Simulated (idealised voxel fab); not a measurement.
process module | voxel transistor to metal
cross-section cut | 300 nm wide | cells 5 nm
A cross-section is a grid of square cells, given in bands from the top down. A band is one or more rows of cells.
Each band's line starts with the height of the band's top and of its bottom, in nm. Then come its materials from left to right, each with its width in nm. One material with "throughout" fills the band from edge to edge. "air" is empty space.
Height 0 is the level under which the wafer as received is all one material. The lowest band goes on downwards, as in "0 down".
A width such as "30 to 40" changes by the same amount from each row of cells to the next, from the band's top row to its bottom row.
"no change" after a step means that no cell of the cross-section changed.
closed voids: empty space of 8 cells or more with no open way to the top, each as width x height at its distance from the left edge, in nm
after a step's settings: what the simulator itself notes on the step
overlay nm, on a step with a mask: how far to the right of its planned place the mask lay; to the left if negative
plan
1 op RECEIVE | material Si
2 op OXIDIZE | depth nm 5
3 op CONFORMAL_DEP | material SiN | thk nm 15
4 op MASKED_ETCH | tone cover | mask id ACTIVE | width nm 105 | pitch nm 125 | etch materials SiN | depth nm 15 | overlay nm 0
5 op MASKED_ETCH | tone cover | mask id ACTIVE | width nm 105 | pitch nm 125 | etch materials SiO2 | depth nm 5 | overlay nm 0
6 op MASKED_ETCH | tone cover | mask id ACTIVE | width nm 105 | pitch nm 125 | etch materials Si | depth nm 35 | overlay nm 0
7 op FILL_DEP | material SiO2 | thk nm 5
8 op CMP | height nm 15
9 op SELECTIVE_ETCH | etch materials SiO2 | depth nm 15
10 op STRIP | etch materials SiN
11 op SELECTIVE_ETCH | etch materials SiO2 | depth nm 5
12 op OXIDIZE | depth nm 5
13 op DIRECTIONAL_DEP | material polySi | thk nm 20
14 op DIRECTIONAL_DEP | material SiCN | thk nm 15
15 op MASKED_ETCH | tone cover | mask id GATE | width nm 25 | pitch nm 125 | etch materials SiCN | depth nm 25 | overlay nm 0
16 op MASKED_ETCH | tone cover | mask id GATE | width nm 25 | pitch nm 125 | etch materials polySi | depth nm 30 | overlay nm 0
17 op CONFORMAL_DEP | material SiN | thk nm 10
18 op DIRECTIONAL_ETCH | etch materials SiN | depth nm 10
19 op DIRECTIONAL_ETCH | etch materials SiO2 | depth nm 5
20 op DIRECTIONAL_ETCH | etch materials Si | depth nm 15
21 op EPI | material pSi | thk nm 20
22 op FILL_DEP | material SiO2 | thk nm 10
23 op CMP | height nm 30
24 op DIRECTIONAL_DEP | material SiO2 | thk nm 15
25 op PATTERN | tone open | mask id CONTACT | material resist | width nm 15 | thk nm 15 | overlay nm 0
26 op DIRECTIONAL_ETCH | etch materials SiO2 | depth nm 35
27 op STRIP | etch materials resist
28 op CONFORMAL_DEP | material TiN | thk nm 5
29 op FILL_DEP | material Ru | thk nm 10
30 op CMP | height nm 45
31 op CONFORMAL_DEP | material SiCN | thk nm 5
32 op DIRECTIONAL_DEP | material lowk | thk nm 20
33 op DIRECTIONAL_DEP | material aC | thk nm 10
34 op PATTERN | tone open | mask id METAL_1 | material resist | width nm 15 | thk nm 25 | overlay nm 0
35 op DIRECTIONAL_ETCH | etch materials aC | depth nm 10
36 op STRIP | etch materials resist
37 op DIRECTIONAL_ETCH | etch materials lowk | depth nm 20
38 op DIRECTIONAL_ETCH | etch materials SiCN | depth nm 5
39 op STRIP | etch materials aC
40 op CONFORMAL_DEP | material TiN | thk nm 5
41 op FILL_DEP | material W | thk nm 10
42 op CMP | height nm 70
43 op CONFORMAL_DEP | material SiN | thk nm 5
first wafer, as planned
as received, after step 1
  0 down: Si throughout
  closed voids: none
after step 2
  0 to -5: SiO2 throughout
  below -5: unchanged
after step 3
  15 to 0: SiN throughout
  below 0: unchanged
after step 4
  15 to 0: air 35 | SiN 105 | air 20 | SiN 105 | air 35
  below 0: unchanged
after step 5
  15 to 0: air 35 | SiN 105 | air 20 | SiN 105 | air 35
  0 to -5: air 35 | SiO2 105 | air 20 | SiO2 105 | air 35
  below -5: unchanged
after step 6
  15 to 0: air 35 | SiN 105 | air 20 | SiN 105 | air 35
  0 to -5: air 35 | SiO2 105 | air 20 | SiO2 105 | air 35
  -5 to -40: air 35 | Si 105 | air 20 | Si 105 | air 35
  below -40: unchanged
after step 7
  20 to 15: SiO2 throughout
  15 to 0: SiO2 35 | SiN 105 | SiO2 20 | SiN 105 | SiO2 35
  0 to -5: SiO2 throughout
  -5 to -40: SiO2 35 | Si 105 | SiO2 20 | Si 105 | SiO2 35
  below -40: unchanged
after step 8
  15 to 0: SiO2 35 | SiN 105 | SiO2 20 | SiN 105 | SiO2 35
  below 0: unchanged
after step 9
  15 to 0: air 35 | SiN 105 | air 20 | SiN 105 | air 35
  below 0: unchanged
after step 10
  0 to -5: SiO2 throughout
  below -5: unchanged
after step 11
  -5 to -40: SiO2 35 | Si 105 | SiO2 20 | Si 105 | SiO2 35
  below -40: unchanged
after step 12
  -5 to -10: SiO2 throughout
  below -10: unchanged
after step 13
  15 to -5: polySi throughout
  below -5: unchanged
after step 14
  30 to 15: SiCN throughout
  below 15: unchanged
after step 15
  30 to 15: air 75 | SiCN 25 | air 100 | SiCN 25 | air 75
  below 15: unchanged
after step 16
  30 to 15: air 75 | SiCN 25 | air 100 | SiCN 25 | air 75
  15 to -5: air 75 | polySi 25 | air 100 | polySi 25 | air 75
  below -5: unchanged
after step 17
  40 to 30: air 65 | SiN 45 | air 80 | SiN 45 | air 65
  30 to 15: air 65 | SiN 10 | SiCN 25 | SiN 10 | air 80 | SiN 10 | SiCN 25 | SiN 10 | air 65
  15 to 5: air 65 | SiN 10 | polySi 25 | SiN 10 | air 80 | SiN 10 | polySi 25 | SiN 10 | air 65
  5 to -5: SiN 75 | polySi 25 | SiN 100 | polySi 25 | SiN 75
  below -5: unchanged
after step 18
  30 to 15: air 65 | SiN 10 | SiCN 25 | SiN 10 | air 80 | SiN 10 | SiCN 25 | SiN 10 | air 65
  15 to -5: air 65 | SiN 10 | polySi 25 | SiN 10 | air 80 | SiN 10 | polySi 25 | SiN 10 | air 65
  below -5: unchanged
after step 19
  30 to 15: air 65 | SiN 10 | SiCN 25 | SiN 10 | air 80 | SiN 10 | SiCN 25 | SiN 10 | air 65
  15 to -5: air 65 | SiN 10 | polySi 25 | SiN 10 | air 80 | SiN 10 | polySi 25 | SiN 10 | air 65
  -5 to -10: air 65 | SiO2 45 | air 80 | SiO2 45 | air 65
  below -10: unchanged
after step 20
  30 to 15: air 65 | SiN 10 | SiCN 25 | SiN 10 | air 80 | SiN 10 | SiCN 25 | SiN 10 | air 65
  15 to -5: air 65 | SiN 10 | polySi 25 | SiN 10 | air 80 | SiN 10 | polySi 25 | SiN 10 | air 65
  -5 to -10: air 65 | SiO2 45 | air 80 | SiO2 45 | air 65
  -10 to -25: SiO2 35 | air 30 | Si 45 | air 30 | SiO2 20 | air 30 | Si 45 | air 30 | SiO2 35
  below -25: unchanged
after step 21
  30 to 15: air 65 | SiN 10 | SiCN 25 | SiN 10 | air 80 | SiN 10 | SiCN 25 | SiN 10 | air 65
  15 to 10: air 65 | SiN 10 | polySi 25 | SiN 10 | air 80 | SiN 10 | polySi 25 | SiN 10 | air 65
  10 to -5: air 45 | pSi 20 | SiN 10 | polySi 25 | SiN 10 | pSi 20 | air 40 | pSi 20 | SiN 10 | polySi 25 | SiN 10 | pSi 20 | air 45
  -5 to -10: air 30 | pSi 35 | SiO2 45 | pSi 35 | air 10 | pSi 35 | SiO2 45 | pSi 35 | air 30
  -10 to -25: SiO2 35 | pSi 30 | Si 45 | pSi 30 | SiO2 20 | pSi 30 | Si 45 | pSi 30 | SiO2 35
  below -25: unchanged
after step 22
  40 to 30: SiO2 throughout
  30 to 15: SiO2 65 | SiN 10 | SiCN 25 | SiN 10 | SiO2 80 | SiN 10 | SiCN 25 | SiN 10 | SiO2 65
  15 to 10: SiO2 65 | SiN 10 | polySi 25 | SiN 10 | SiO2 80 | SiN 10 | polySi 25 | SiN 10 | SiO2 65
  10 to -5: SiO2 45 | pSi 20 | SiN 10 | polySi 25 | SiN 10 | pSi 20 | SiO2 40 | pSi 20 | SiN 10 | polySi 25 | SiN 10 | pSi 20 | SiO2 45
  -5 to -10: SiO2 30 | pSi 35 | SiO2 45 | pSi 35 | SiO2 10 | pSi 35 | SiO2 45 | pSi 35 | SiO2 30
  below -10: unchanged
after step 23
  30 to 15: SiO2 65 | SiN 10 | SiCN 25 | SiN 10 | SiO2 80 | SiN 10 | SiCN 25 | SiN 10 | SiO2 65
  below 15: unchanged
after step 24
  45 to 30: SiO2 throughout
  below 30: unchanged
after step 25
  60 to 45: resist 45 | air 15 | resist 55 | air 15 | resist 40 | air 15 | resist 55 | air 15 | resist 45
  below 45: unchanged
after step 26
  60 to 45: resist 45 | air 15 | resist 55 | air 15 | resist 40 | air 15 | resist 55 | air 15 | resist 45
  45 to 30: SiO2 45 | air 15 | SiO2 55 | air 15 | SiO2 40 | air 15 | SiO2 55 | air 15 | SiO2 45
  30 to 15: SiO2 45 | air 15 | SiO2 5 | SiN 10 | SiCN 25 | SiN 10 | SiO2 5 | air 15 | SiO2 40 | air 15 | SiO2 5 | SiN 10 | SiCN 25 | SiN 10 | SiO2 5 | air 15 | SiO2 45
  15 to 10: SiO2 45 | air 15 | SiO2 5 | SiN 10 | polySi 25 | SiN 10 | SiO2 5 | air 15 | SiO2 40 | air 15 | SiO2 5 | SiN 10 | polySi 25 | SiN 10 | SiO2 5 | air 15 | SiO2 45
  below 10: unchanged
after step 27
  45 to 30: SiO2 45 | air 15 | SiO2 55 | air 15 | SiO2 40 | air 15 | SiO2 55 | air 15 | SiO2 45
  below 30: unchanged
after step 28
  50 to 45: TiN 50 | air 5 | TiN 65 | air 5 | TiN 50 | air 5 | TiN 65 | air 5 | TiN 50
  45 to 30: SiO2 45 | TiN 5 | air 5 | TiN 5 | SiO2 55 | TiN 5 | air 5 | TiN 5 | SiO2 40 | TiN 5 | air 5 | TiN 5 | SiO2 55 | TiN 5 | air 5 | TiN 5 | SiO2 45
  30 to 15: SiO2 45 | TiN 5 | air 5 | TiN 5 | SiO2 5 | SiN 10 | SiCN 25 | SiN 10 | SiO2 5 | TiN 5 | air 5 | TiN 5 | SiO2 40 | TiN 5 | air 5 | TiN 5 | SiO2 5 | SiN 10 | SiCN 25 | SiN 10 | SiO2 5 | TiN 5 | air 5 | TiN 5 | SiO2 45
  15 to 10: SiO2 45 | TiN 15 | SiO2 5 | SiN 10 | polySi 25 | SiN 10 | SiO2 5 | TiN 15 | SiO2 40 | TiN 15 | SiO2 5 | SiN 10 | polySi 25 | SiN 10 | SiO2 5 | TiN 15 | SiO2 45
  below 10: unchanged
after step 29
  60 to 50: Ru throughout
  50 to 45: TiN 50 | Ru 5 | TiN 65 | Ru 5 | TiN 50 | Ru 5 | TiN 65 | Ru 5 | TiN 50
  45 to 30: SiO2 45 | TiN 5 | Ru 5 | TiN 5 | SiO2 55 | TiN 5 | Ru 5 | TiN 5 | SiO2 40 | TiN 5 | Ru 5 | TiN 5 | SiO2 55 | TiN 5 | Ru 5 | TiN 5 | SiO2 45
  30 to 15: SiO2 45 | TiN 5 | Ru 5 | TiN 5 | SiO2 5 | SiN 10 | SiCN 25 | SiN 10 | SiO2 5 | TiN 5 | Ru 5 | TiN 5 | SiO2 40 | TiN 5 | Ru 5 | TiN 5 | SiO2 5 | SiN 10 | SiCN 25 | SiN 10 | SiO2 5 | TiN 5 | Ru 5 | TiN 5 | SiO2 45
  below 15: unchanged
after step 30
  45 to 30: SiO2 45 | TiN 5 | Ru 5 | TiN 5 | SiO2 55 | TiN 5 | Ru 5 | TiN 5 | SiO2 40 | TiN 5 | Ru 5 | TiN 5 | SiO2 55 | TiN 5 | Ru 5 | TiN 5 | SiO2 45
  below 30: unchanged
after step 31
  50 to 45: SiCN throughout
  below 45: unchanged
after step 32
  70 to 50: lowk throughout
  below 50: unchanged
after step 33
  80 to 70: aC throughout
  below 70: unchanged
after step 34
  105 to 80: resist 45 | air 15 | resist 55 | air 15 | resist 40 | air 15 | resist 55 | air 15 | resist 45
  below 80: unchanged
after step 35
  95 to 80: resist 45 | air 15 | resist 55 | air 15 | resist 40 | air 15 | resist 55 | air 15 | resist 45
  80 to 70: aC 45 | air 15 | aC 55 | air 15 | aC 40 | air 15 | aC 55 | air 15 | aC 45
  below 70: unchanged
after step 36
  80 to 70: aC 45 | air 15 | aC 55 | air 15 | aC 40 | air 15 | aC 55 | air 15 | aC 45
  below 70: unchanged
after step 37
  80 to 70: aC 45 | air 15 | aC 55 | air 15 | aC 40 | air 15 | aC 55 | air 15 | aC 45
  70 to 50: lowk 45 | air 15 | lowk 55 | air 15 | lowk 40 | air 15 | lowk 55 | air 15 | lowk 45
  below 50: unchanged
after step 38
  80 to 70: aC 45 | air 15 | aC 55 | air 15 | aC 40 | air 15 | aC 55 | air 15 | aC 45
  70 to 50: lowk 45 | air 15 | lowk 55 | air 15 | lowk 40 | air 15 | lowk 55 | air 15 | lowk 45
  50 to 45: SiCN 45 | air 15 | SiCN 55 | air 15 | SiCN 40 | air 15 | SiCN 55 | air 15 | SiCN 45
  below 45: unchanged
after step 39
  70 to 50: lowk 45 | air 15 | lowk 55 | air 15 | lowk 40 | air 15 | lowk 55 | air 15 | lowk 45
  below 50: unchanged
after step 40
  75 to 70: TiN 50 | air 5 | TiN 65 | air 5 | TiN 50 | air 5 | TiN 65 | air 5 | TiN 50
  70 to 50: lowk 45 | TiN 5 | air 5 | TiN 5 | lowk 55 | TiN 5 | air 5 | TiN 5 | lowk 40 | TiN 5 | air 5 | TiN 5 | lowk 55 | TiN 5 | air 5 | TiN 5 | lowk 45
  50 to 45: SiCN 45 | TiN 15 | SiCN 55 | TiN 15 | SiCN 40 | TiN 15 | SiCN 55 | TiN 15 | SiCN 45
  below 45: unchanged
after step 41
  85 to 75: W throughout
  75 to 70: TiN 50 | W 5 | TiN 65 | W 5 | TiN 50 | W 5 | TiN 65 | W 5 | TiN 50
  70 to 50: lowk 45 | TiN 5 | W 5 | TiN 5 | lowk 55 | TiN 5 | W 5 | TiN 5 | lowk 40 | TiN 5 | W 5 | TiN 5 | lowk 55 | TiN 5 | W 5 | TiN 5 | lowk 45
  below 50: unchanged
after step 42
  70 to 50: lowk 45 | TiN 5 | W 5 | TiN 5 | lowk 55 | TiN 5 | W 5 | TiN 5 | lowk 40 | TiN 5 | W 5 | TiN 5 | lowk 55 | TiN 5 | W 5 | TiN 5 | lowk 45
  below 50: unchanged
after step 43
  75 to 70: SiN throughout
  below 70: unchanged
second wafer: like start, like plan, one mistake. Through step 5 it matches the first wafer
when step 6 should have ended
  15 to 0: air 35 | SiN 105 | air 20 | SiN 105 | air 35
  0 to -5: air 35 | SiO2 105 | air 20 | SiO2 105 | air 35
  -5 to -75: air 35 | Si 105 | air 20 | Si 105 | air 35
  below -75: unchanged
when step 7 should have ended
  20 to 15: SiO2 throughout
  15 to 0: SiO2 35 | SiN 105 | SiO2 20 | SiN 105 | SiO2 35
  0 to -5: SiO2 throughout
  -5 to -75: SiO2 35 | Si 105 | SiO2 20 | Si 105 | SiO2 35
  below -75: unchanged
when step 8 should have ended
  15 to 0: SiO2 35 | SiN 105 | SiO2 20 | SiN 105 | SiO2 35
  below 0: unchanged
when step 9 should have ended
  15 to 0: air 35 | SiN 105 | air 20 | SiN 105 | air 35
  below 0: unchanged
when step 10 should have ended
  0 to -5: SiO2 throughout
  below -5: unchanged
when step 11 should have ended
  -5 to -75: SiO2 35 | Si 105 | SiO2 20 | Si 105 | SiO2 35
  below -75: unchanged
when step 12 should have ended
  -5 to -10: SiO2 throughout
  below -10: unchanged
when step 13 should have ended
  15 to -5: polySi throughout
  below -5: unchanged
when step 14 should have ended
  30 to 15: SiCN throughout
  below 15: unchanged
when step 15 should have ended
  30 to 15: air 75 | SiCN 25 | air 100 | SiCN 25 | air 75
  below 15: unchanged
when step 16 should have ended
  30 to 15: air 75 | SiCN 25 | air 100 | SiCN 25 | air 75
  15 to -5: air 75 | polySi 25 | air 100 | polySi 25 | air 75
  below -5: unchanged
when step 17 should have ended
  40 to 30: air 65 | SiN 45 | air 80 | SiN 45 | air 65
  30 to 15: air 65 | SiN 10 | SiCN 25 | SiN 10 | air 80 | SiN 10 | SiCN 25 | SiN 10 | air 65
  15 to 5: air 65 | SiN 10 | polySi 25 | SiN 10 | air 80 | SiN 10 | polySi 25 | SiN 10 | air 65
  5 to -5: SiN 75 | polySi 25 | SiN 100 | polySi 25 | SiN 75
  below -5: unchanged
when step 18 should have ended
  30 to 15: air 65 | SiN 10 | SiCN 25 | SiN 10 | air 80 | SiN 10 | SiCN 25 | SiN 10 | air 65
  15 to -5: air 65 | SiN 10 | polySi 25 | SiN 10 | air 80 | SiN 10 | polySi 25 | SiN 10 | air 65
  below -5: unchanged
when step 19 should have ended
  30 to 15: air 65 | SiN 10 | SiCN 25 | SiN 10 | air 80 | SiN 10 | SiCN 25 | SiN 10 | air 65
  15 to -5: air 65 | SiN 10 | polySi 25 | SiN 10 | air 80 | SiN 10 | polySi 25 | SiN 10 | air 65
  -5 to -10: air 65 | SiO2 45 | air 80 | SiO2 45 | air 65
  below -10: unchanged
when step 20 should have ended
  30 to 15: air 65 | SiN 10 | SiCN 25 | SiN 10 | air 80 | SiN 10 | SiCN 25 | SiN 10 | air 65
  15 to -5: air 65 | SiN 10 | polySi 25 | SiN 10 | air 80 | SiN 10 | polySi 25 | SiN 10 | air 65
  -5 to -10: air 65 | SiO2 45 | air 80 | SiO2 45 | air 65
  -10 to -25: SiO2 35 | air 30 | Si 45 | air 30 | SiO2 20 | air 30 | Si 45 | air 30 | SiO2 35
  below -25: unchanged
when step 21 should have ended
  30 to 15: air 65 | SiN 10 | SiCN 25 | SiN 10 | air 80 | SiN 10 | SiCN 25 | SiN 10 | air 65
  15 to 10: air 65 | SiN 10 | polySi 25 | SiN 10 | air 80 | SiN 10 | polySi 25 | SiN 10 | air 65
  10 to -5: air 45 | pSi 20 | SiN 10 | polySi 25 | SiN 10 | pSi 20 | air 40 | pSi 20 | SiN 10 | polySi 25 | SiN 10 | pSi 20 | air 45
  -5 to -10: air 30 | pSi 35 | SiO2 45 | pSi 35 | air 10 | pSi 35 | SiO2 45 | pSi 35 | air 30
  -10 to -25: SiO2 35 | pSi 30 | Si 45 | pSi 30 | SiO2 20 | pSi 30 | Si 45 | pSi 30 | SiO2 35
  below -25: unchanged
when step 22 should have ended
  40 to 30: SiO2 throughout
  30 to 15: SiO2 65 | SiN 10 | SiCN 25 | SiN 10 | SiO2 80 | SiN 10 | SiCN 25 | SiN 10 | SiO2 65
  15 to 10: SiO2 65 | SiN 10 | polySi 25 | SiN 10 | SiO2 80 | SiN 10 | polySi 25 | SiN 10 | SiO2 65
  10 to -5: SiO2 45 | pSi 20 | SiN 10 | polySi 25 | SiN 10 | pSi 20 | SiO2 40 | pSi 20 | SiN 10 | polySi 25 | SiN 10 | pSi 20 | SiO2 45
  -5 to -10: SiO2 30 | pSi 35 | SiO2 45 | pSi 35 | SiO2 10 | pSi 35 | SiO2 45 | pSi 35 | SiO2 30
  below -10: unchanged
when step 23 should have ended
  30 to 15: SiO2 65 | SiN 10 | SiCN 25 | SiN 10 | SiO2 80 | SiN 10 | SiCN 25 | SiN 10 | SiO2 65
  below 15: unchanged
when step 24 should have ended
  45 to 30: SiO2 throughout
  below 30: unchanged
when step 25 should have ended
  60 to 45: resist 45 | air 15 | resist 55 | air 15 | resist 40 | air 15 | resist 55 | air 15 | resist 45
  below 45: unchanged
when step 26 should have ended
  60 to 45: resist 45 | air 15 | resist 55 | air 15 | resist 40 | air 15 | resist 55 | air 15 | resist 45
  45 to 30: SiO2 45 | air 15 | SiO2 55 | air 15 | SiO2 40 | air 15 | SiO2 55 | air 15 | SiO2 45
  30 to 15: SiO2 45 | air 15 | SiO2 5 | SiN 10 | SiCN 25 | SiN 10 | SiO2 5 | air 15 | SiO2 40 | air 15 | SiO2 5 | SiN 10 | SiCN 25 | SiN 10 | SiO2 5 | air 15 | SiO2 45
  15 to 10: SiO2 45 | air 15 | SiO2 5 | SiN 10 | polySi 25 | SiN 10 | SiO2 5 | air 15 | SiO2 40 | air 15 | SiO2 5 | SiN 10 | polySi 25 | SiN 10 | SiO2 5 | air 15 | SiO2 45
  below 10: unchanged
when step 27 should have ended
  45 to 30: SiO2 45 | air 15 | SiO2 55 | air 15 | SiO2 40 | air 15 | SiO2 55 | air 15 | SiO2 45
  below 30: unchanged
when step 28 should have ended
  50 to 45: TiN 50 | air 5 | TiN 65 | air 5 | TiN 50 | air 5 | TiN 65 | air 5 | TiN 50
  45 to 30: SiO2 45 | TiN 5 | air 5 | TiN 5 | SiO2 55 | TiN 5 | air 5 | TiN 5 | SiO2 40 | TiN 5 | air 5 | TiN 5 | SiO2 55 | TiN 5 | air 5 | TiN 5 | SiO2 45
  30 to 15: SiO2 45 | TiN 5 | air 5 | TiN 5 | SiO2 5 | SiN 10 | SiCN 25 | SiN 10 | SiO2 5 | TiN 5 | air 5 | TiN 5 | SiO2 40 | TiN 5 | air 5 | TiN 5 | SiO2 5 | SiN 10 | SiCN 25 | SiN 10 | SiO2 5 | TiN 5 | air 5 | TiN 5 | SiO2 45
  15 to 10: SiO2 45 | TiN 15 | SiO2 5 | SiN 10 | polySi 25 | SiN 10 | SiO2 5 | TiN 15 | SiO2 40 | TiN 15 | SiO2 5 | SiN 10 | polySi 25 | SiN 10 | SiO2 5 | TiN 15 | SiO2 45
  below 10: unchanged
when step 29 should have ended
  60 to 50: Ru throughout
  50 to 45: TiN 50 | Ru 5 | TiN 65 | Ru 5 | TiN 50 | Ru 5 | TiN 65 | Ru 5 | TiN 50
  45 to 30: SiO2 45 | TiN 5 | Ru 5 | TiN 5 | SiO2 55 | TiN 5 | Ru 5 | TiN 5 | SiO2 40 | TiN 5 | Ru 5 | TiN 5 | SiO2 55 | TiN 5 | Ru 5 | TiN 5 | SiO2 45
  30 to 15: SiO2 45 | TiN 5 | Ru 5 | TiN 5 | SiO2 5 | SiN 10 | SiCN 25 | SiN 10 | SiO2 5 | TiN 5 | Ru 5 | TiN 5 | SiO2 40 | TiN 5 | Ru 5 | TiN 5 | SiO2 5 | SiN 10 | SiCN 25 | SiN 10 | SiO2 5 | TiN 5 | Ru 5 | TiN 5 | SiO2 45
  below 15: unchanged
when step 30 should have ended
  45 to 30: SiO2 45 | TiN 5 | Ru 5 | TiN 5 | SiO2 55 | TiN 5 | Ru 5 | TiN 5 | SiO2 40 | TiN 5 | Ru 5 | TiN 5 | SiO2 55 | TiN 5 | Ru 5 | TiN 5 | SiO2 45
  below 30: unchanged
when step 31 should have ended
  50 to 45: SiCN throughout
  below 45: unchanged
when step 32 should have ended
  70 to 50: lowk throughout
  below 50: unchanged
when step 33 should have ended
  80 to 70: aC throughout
  below 70: unchanged
when step 34 should have ended
  105 to 80: resist 45 | air 15 | resist 55 | air 15 | resist 40 | air 15 | resist 55 | air 15 | resist 45
  below 80: unchanged
when step 35 should have ended
  95 to 80: resist 45 | air 15 | resist 55 | air 15 | resist 40 | air 15 | resist 55 | air 15 | resist 45
  80 to 70: aC 45 | air 15 | aC 55 | air 15 | aC 40 | air 15 | aC 55 | air 15 | aC 45
  below 70: unchanged
when step 36 should have ended
  80 to 70: aC 45 | air 15 | aC 55 | air 15 | aC 40 | air 15 | aC 55 | air 15 | aC 45
  below 70: unchanged
when step 37 should have ended
  80 to 70: aC 45 | air 15 | aC 55 | air 15 | aC 40 | air 15 | aC 55 | air 15 | aC 45
  70 to 50: lowk 45 | air 15 | lowk 55 | air 15 | lowk 40 | air 15 | lowk 55 | air 15 | lowk 45
  below 50: unchanged
when step 38 should have ended
  80 to 70: aC 45 | air 15 | aC 55 | air 15 | aC 40 | air 15 | aC 55 | air 15 | aC 45
  70 to 50: lowk 45 | air 15 | lowk 55 | air 15 | lowk 40 | air 15 | lowk 55 | air 15 | lowk 45
  50 to 45: SiCN 45 | air 15 | SiCN 55 | air 15 | SiCN 40 | air 15 | SiCN 55 | air 15 | SiCN 45
  below 45: unchanged
when step 39 should have ended
  70 to 50: lowk 45 | air 15 | lowk 55 | air 15 | lowk 40 | air 15 | lowk 55 | air 15 | lowk 45
  below 50: unchanged
when step 40 should have ended
  75 to 70: TiN 50 | air 5 | TiN 65 | air 5 | TiN 50 | air 5 | TiN 65 | air 5 | TiN 50
  70 to 50: lowk 45 | TiN 5 | air 5 | TiN 5 | lowk 55 | TiN 5 | air 5 | TiN 5 | lowk 40 | TiN 5 | air 5 | TiN 5 | lowk 55 | TiN 5 | air 5 | TiN 5 | lowk 45
  50 to 45: SiCN 45 | TiN 15 | SiCN 55 | TiN 15 | SiCN 40 | TiN 15 | SiCN 55 | TiN 15 | SiCN 45
  below 45: unchanged
when step 41 should have ended
  85 to 75: W throughout
  75 to 70: TiN 50 | W 5 | TiN 65 | W 5 | TiN 50 | W 5 | TiN 65 | W 5 | TiN 50
  70 to 50: lowk 45 | TiN 5 | W 5 | TiN 5 | lowk 55 | TiN 5 | W 5 | TiN 5 | lowk 40 | TiN 5 | W 5 | TiN 5 | lowk 55 | TiN 5 | W 5 | TiN 5 | lowk 45
  below 50: unchanged
when step 42 should have ended
  70 to 50: lowk 45 | TiN 5 | W 5 | TiN 5 | lowk 55 | TiN 5 | W 5 | TiN 5 | lowk 40 | TiN 5 | W 5 | TiN 5 | lowk 55 | TiN 5 | W 5 | TiN 5 | lowk 45
  below 50: unchanged
when step 43 should have ended
  75 to 70: SiN throughout
  below 70: unchanged
what went wrong: step 6 was run twice
at the end the second wafer has, in cells: 126 fewer of Si | 126 more of SiO2
